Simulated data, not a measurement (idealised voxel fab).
Presented below is a process module, voxel ribs on slabs.
This is section cut - it's 210 nm across, gridded in 5 nm square cells.
This document writes a cross-section as a grid whose cells are square, and gives it as bands, listed from the top down; one or more rows of cells form a band.
Read a band's entry like this: the first values are the height of its top and the height of its bottom in nm, and what follows is the sequence of materials from left to right, each with its width in nm. Note that "empty" is empty space, and that a single material marked "everywhere" reaches across the band from edge to edge.
Heights are measured from 0, the level below which the as-received wafer is all one material; the lowest band has no bottom and continues downward, written as in "top 0, no bottom".
Width "30->40": first value at the band's top row of cells, second value at its bottom row, equal change from row to row.
The cross-section has no changed cell in any step marked "nothing changed".
Enclosed voids (no open way to top), threshold 8 cells or more, entry "Sealed internal voids", notation width x height at distance, distance from left edge, nm.
The remark found on a step's line after its settings is issued by the simulator itself and pertains to that step.
overlay nm: how far to the right of its planned place the mask lay on this masked step (negative: to the left).
Listed below are the process steps as planned:
1. RECEIVE,material Si
2. DIRECTIONAL_DEP,material SiO2,thk nm 20
3. DIRECTIONAL_DEP,material SiN,thk nm 20
4. PATTERN,tone cover,mask id RIB,material resist,width nm 30,thk nm 20,overlay nm 0
5. DIRECTIONAL_ETCH,etch materials SiN,depth nm 15
6. STRIP,etch materials resist
7. PATTERN,tone cover,mask id SLAB,material resist,width nm 90,thk nm 20,overlay nm 0
8. DIRECTIONAL_ETCH,etch materials SiN,depth nm 5
9. STRIP,etch materials resist
10. FILL_DEP,material SiO2,thk nm 15
11. CMP,height nm 50
12. DIRECTIONAL_DEP,material W,thk nm 5
13. PATTERN,tone cover,mask id HEATER,material resist,width nm 40,thk nm 20,overlay nm 0
14. DIRECTIONAL_ETCH,etch materials W,depth nm 5
15. STRIP,etch materials resist
16. CONFORMAL_DEP,material SiN,thk nm 5
Run as planned: first of two wafers:
Cross-section of the wafer upon arrival, representing the state reached after step 1:
	top 0, no bottom  Si everywhere
	Sealed internal voids: none
The following cross-section depicts the wafer upon completion of step 2:
	top 20, bottom 0  SiO2 everywhere
	Everything under 0 stays put, no change at all.
The following cross-section depicts the wafer upon completion of step 3:
	top 40, bottom 20  SiN everywhere
	Everything under 20 stays put, no change at all.
The following cross-section depicts the wafer upon completion of step 4:
	top 60, bottom 40  90 nm empty, then 30 nm resist, then 90 nm empty
	Everything under 40 stays put, no change at all.
The following cross-section depicts the wafer upon completion of step 5:
	top 60, bottom 40  90 nm empty, then 30 nm resist, then 90 nm empty
	top 40, bottom 25  90 nm empty, then 30 nm SiN, then 90 nm empty
	Everything under 25 stays put, no change at all.
The following cross-section depicts the wafer upon completion of step 6:
	top 40, bottom 25  90 nm empty, then 30 nm SiN, then 90 nm empty
	Everything under 25 stays put, no change at all.
The following cross-section depicts the wafer upon completion of step 7:
	top 60, bottom 40  60 nm empty, then 90 nm resist, then 60 nm empty
	top 40, bottom 25  60 nm empty, then 30 nm resist, then 30 nm SiN, then 30 nm resist, then 60 nm empty
	Everything under 25 stays put, no change at all.
The following cross-section depicts the wafer upon completion of step 8:
	top 60, bottom 40  60 nm empty, then 90 nm resist, then 60 nm empty
	top 40, bottom 25  60 nm empty, then 30 nm resist, then 30 nm SiN, then 30 nm resist, then 60 nm empty
	top 25, bottom 20  60 nm empty, then 90 nm SiN, then 60 nm empty
	Everything under 20 stays put, no change at all.
The following cross-section depicts the wafer upon completion of step 9:
	top 40, bottom 25  90 nm empty, then 30 nm SiN, then 90 nm empty
	Everything under 25 stays put, no change at all.
The following cross-section depicts the wafer upon completion of step 10:
	top 55, bottom 40  SiO2 everywhere
	top 40, bottom 25  90 nm SiO2, then 30 nm SiN, then 90 nm SiO2
	top 25, bottom 20  60 nm SiO2, then 90 nm SiN, then 60 nm SiO2
	Everything under 20 stays put, no change at all.
The following cross-section depicts the wafer upon completion of step 11:
	top 50, bottom 40  SiO2 everywhere
	Everything under 40 stays put, no change at all.
The following cross-section depicts the wafer upon completion of step 12:
	top 55, bottom 50  W everywhere
	Everything under 50 stays put, no change at all.
The following cross-section depicts the wafer upon completion of step 13:
	top 75, bottom 55  85 nm empty, then 40 nm resist, then 85 nm empty
	Everything under 55 stays put, no change at all.
The following cross-section depicts the wafer upon completion of step 14:
	top 75, bottom 55  85 nm empty, then 40 nm resist, then 85 nm empty
	top 55, bottom 50  85 nm empty, then 40 nm W, then 85 nm empty
	Everything under 50 stays put, no change at all.
The following cross-section depicts the wafer upon completion of step 15:
	top 55, bottom 50  85 nm empty, then 40 nm W, then 85 nm empty
	Everything under 50 stays put, no change at all.
The following cross-section depicts the wafer upon completion of step 16:
	top 60, bottom 55  80 nm empty, then 50 nm SiN, then 80 nm empty
	top 55, bottom 50  85 nm SiN, then 40 nm W, then 85 nm SiN
	Everything under 50 stays put, no change at all.
Here the second wafer is described. Its start and its plan were those of the first wafer. Its run contained one mistake. Up to and including step 14, it did exactly what the first wafer did:
Second wafer, cross-section, planned end of step 15:
	top 0, no bottom  Si everywhere
Second wafer, cross-section, planned end of step 16:
	top 5, bottom 0  SiN everywhere
	Everything under 0 stays put, no change at all.
What broke from the plan during processing? rather than as planned, step 15 actually ran as STRIP,etch materials SiO2
The second wafer ends with more or fewer cells of some materials than the first, per final count: SiN -38; SiO2 -384; W -8
